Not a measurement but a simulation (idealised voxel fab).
The name of this process module is voxel fin reveal.
Xsec cut, 180 nm wide, square cell size 5 nm.
Cross-section format: a grid of square cells, given as bands from top to bottom; each band is one or more rows of cells. Band entry format. Leading values: height of top, height of bottom, nm. Remainder: materials in left-to-right order, each with its width in nm. Special words: "throughout" on a single material, which then fills the band edge to edge; "air", empty space. A quick word on heights: they are counted from 0, and under that level the wafer as it came to us is one material throughout. The lowest band is different from the rest in having no bottom; it simply continues downward, written as in "0 and below". The width entry "30..40" should be interpreted row by row: the top row of cells in the band takes the first number, the bottom row takes the second number, and the change between adjacent rows is uniform throughout. You'll sometimes find "nothing changed" written for a step, and that's the way of saying that nowhere in the cross-section did a cell change during that step. Closed-off voids of 8+ cells (no open route to the top) go in "Enclosed void list", written width x height at distance from the left edge, in nm. On a step's line, text after the settings is the simulator commenting on that step. Each step line may optionally specify "overlay nm", which for a step with a mask gives the rightward distance between the mask's planned place and where it lay, a negative value indicating the leftward direction.

-- These are the steps we planned for the process
1,op RECEIVE | material Si
2,op CONFORMAL_DEP | material SiN | thk nm 10
3,op DIRECTIONAL_DEP | material aC | thk nm 10
4,op PATTERN | tone cover | mask id FINS | material resist | width nm 15 | pitch nm 45 | thk nm 25 | overlay nm 0
5,op DIRECTIONAL_ETCH | etch materials aC | depth nm 10
6,op STRIP | etch materials resist
7,op DIRECTIONAL_ETCH | etch materials SiN | depth nm 10
8,op DIRECTIONAL_ETCH | etch materials Si | depth nm 30
9,op STRIP | etch materials aC
10,op FILL_DEP | material SiO2 | thk nm 10
11,op CMP | height nm 10
12,op SELECTIVE_ETCH | etch materials SiO2 | depth nm 30
13,op STRIP | etch materials SiN
14,op CONFORMAL_DEP | material HfO2 | thk nm 5

-- The first of the two wafers, which ran as planned

-- As-received state of the wafer in cross-section, equivalent to post-step 1
	0 and below | Si throughout
	Enclosed void list: none

-- After step 2: wafer cross-section
	10 down to 0 | SiN throughout
	Below 0, no change.

-- After step 3: wafer cross-section
	20 down to 10 | aC throughout
	Below 10, no change.

-- After step 4: wafer cross-section
	45 down to 20 | 60 nm air, then 15 nm resist, then 30 nm air, then 15 nm resist, then 60 nm air
	Below 20, no change.

-- After step 5: wafer cross-section
	35 down to 20 | 60 nm air, then 15 nm resist, then 30 nm air, then 15 nm resist, then 60 nm air
	20 down to 10 | 60 nm air, then 15 nm aC, then 30 nm air, then 15 nm aC, then 60 nm air
	Below 10, no change.

-- After step 6: wafer cross-section
	20 down to 10 | 60 nm air, then 15 nm aC, then 30 nm air, then 15 nm aC, then 60 nm air
	Below 10, no change.

-- After step 7: wafer cross-section
	20 down to 10 | 60 nm air, then 15 nm aC, then 30 nm air, then 15 nm aC, then 60 nm air
	10 down to 0 | 60 nm air, then 15 nm SiN, then 30 nm air, then 15 nm SiN, then 60 nm air
	Below 0, no change.

-- After step 8: wafer cross-section
	20 down to 10 | 60 nm air, then 15 nm aC, then 30 nm air, then 15 nm aC, then 60 nm air
	10 down to 0 | 60 nm air, then 15 nm SiN, then 30 nm air, then 15 nm SiN, then 60 nm air
	0 down to -30 | 60 nm air, then 15 nm Si, then 30 nm air, then 15 nm Si, then 60 nm air
	Below -30, no change.

-- After step 9: wafer cross-section
	10 down to 0 | 60 nm air, then 15 nm SiN, then 30 nm air, then 15 nm SiN, then 60 nm air
	Below 0, no change.

-- After step 10: wafer cross-section
	20 down to 10 | SiO2 throughout
	10 down to 0 | 60 nm SiO2, then 15 nm SiN, then 30 nm SiO2, then 15 nm SiN, then 60 nm SiO2
	0 down to -30 | 60 nm SiO2, then 15 nm Si, then 30 nm SiO2, then 15 nm Si, then 60 nm SiO2
	Below -30, no change.

-- After step 11: wafer cross-section
	10 down to 0 | 60 nm SiO2, then 15 nm SiN, then 30 nm SiO2, then 15 nm SiN, then 60 nm SiO2
	Below 0, no change.

-- After step 12: wafer cross-section
	10 down to 0 | 60 nm air, then 15 nm SiN, then 30 nm air, then 15 nm SiN, then 60 nm air
	0 down to -20 | 60 nm air, then 15 nm Si, then 30 nm air, then 15 nm Si, then 60 nm air
	Below -20, no change.

-- After step 13: wafer cross-section
	0 down to -20 | 60 nm air, then 15 nm Si, then 30 nm air, then 15 nm Si, then 60 nm air
	Below -20, no change.

-- After step 14: wafer cross-section
	5 down to 0 | 55 nm air, then 25 nm HfO2, then 20 nm air, then 25 nm HfO2, then 55 nm air
	0 down to -15 | 55 nm air, then 5 nm HfO2, then 15 nm Si, then 5 nm HfO2, then 20 nm air, then 5 nm HfO2, then 15 nm Si, then 5 nm HfO2, then 55 nm air
	-15 down to -20 | 60 nm HfO2, then 15 nm Si, then 30 nm HfO2, then 15 nm Si, then 60 nm HfO2
	Below -20, no change.

-- Companion wafer, the second of two: same beginning, same intended sequence, one mistake in carrying it out; through step 7 inclusive it tracks the first exactly

-- Second wafer: cross-section at the scheduled end of step 8
	20 down to 10 | 60 nm air, then 15 nm aC, then 30 nm air, then 15 nm aC, then 60 nm air
	10 down to 0 | 60 nm air, then 15 nm SiN, then 30 nm air, then 15 nm SiN, then 60 nm air
	0 down to -60 | 60 nm air, then 15 nm Si, then 30 nm air, then 15 nm Si, then 60 nm air
	Below -60, no change.

-- Second wafer: cross-section at the scheduled end of step 9
	10 down to 0 | 60 nm air, then 15 nm SiN, then 30 nm air, then 15 nm SiN, then 60 nm air
	Below 0, no change.

-- Second wafer: cross-section at the scheduled end of step 10
	20 down to 10 | SiO2 throughout
	10 down to 0 | 60 nm SiO2, then 15 nm SiN, then 30 nm SiO2, then 15 nm SiN, then 60 nm SiO2
	0 down to -60 | 60 nm SiO2, then 15 nm Si, then 30 nm SiO2, then 15 nm Si, then 60 nm SiO2
	Below -60, no change.

-- Second wafer: cross-section at the scheduled end of step 11
	10 down to 0 | 60 nm SiO2, then 15 nm SiN, then 30 nm SiO2, then 15 nm SiN, then 60 nm SiO2
	Below 0, no change.

-- Second wafer: cross-section at the scheduled end of step 12
	10 down to 0 | 60 nm air, then 15 nm SiN, then 30 nm air, then 15 nm SiN, then 60 nm air
	0 down to -20 | 60 nm air, then 15 nm Si, then 30 nm air, then 15 nm Si, then 60 nm air
	Below -20, no change.

-- Second wafer: cross-section at the scheduled end of step 13
	0 down to -20 | 60 nm air, then 15 nm Si, then 30 nm air, then 15 nm Si, then 60 nm air
	Below -20, no change.

-- Second wafer: cross-section at the scheduled end of step 14
	5 down to 0 | 55 nm air, then 25 nm HfO2, then 20 nm air, then 25 nm HfO2, then 55 nm air
	0 down to -15 | 55 nm air, then 5 nm HfO2, then 15 nm Si, then 5 nm HfO2, then 20 nm air, then 5 nm HfO2, then 15 nm Si, then 5 nm HfO2, then 55 nm air
	-15 down to -20 | 60 nm HfO2, then 15 nm Si, then 30 nm HfO2, then 15 nm Si, then 60 nm HfO2
	Below -20, no change.
Here's what went sideways: the plan's step 8 ran twice
The final cell counts differ between the wafers, with the second having more or fewer of some materials than the first: 180 fewer of Si; 180 more of SiO2
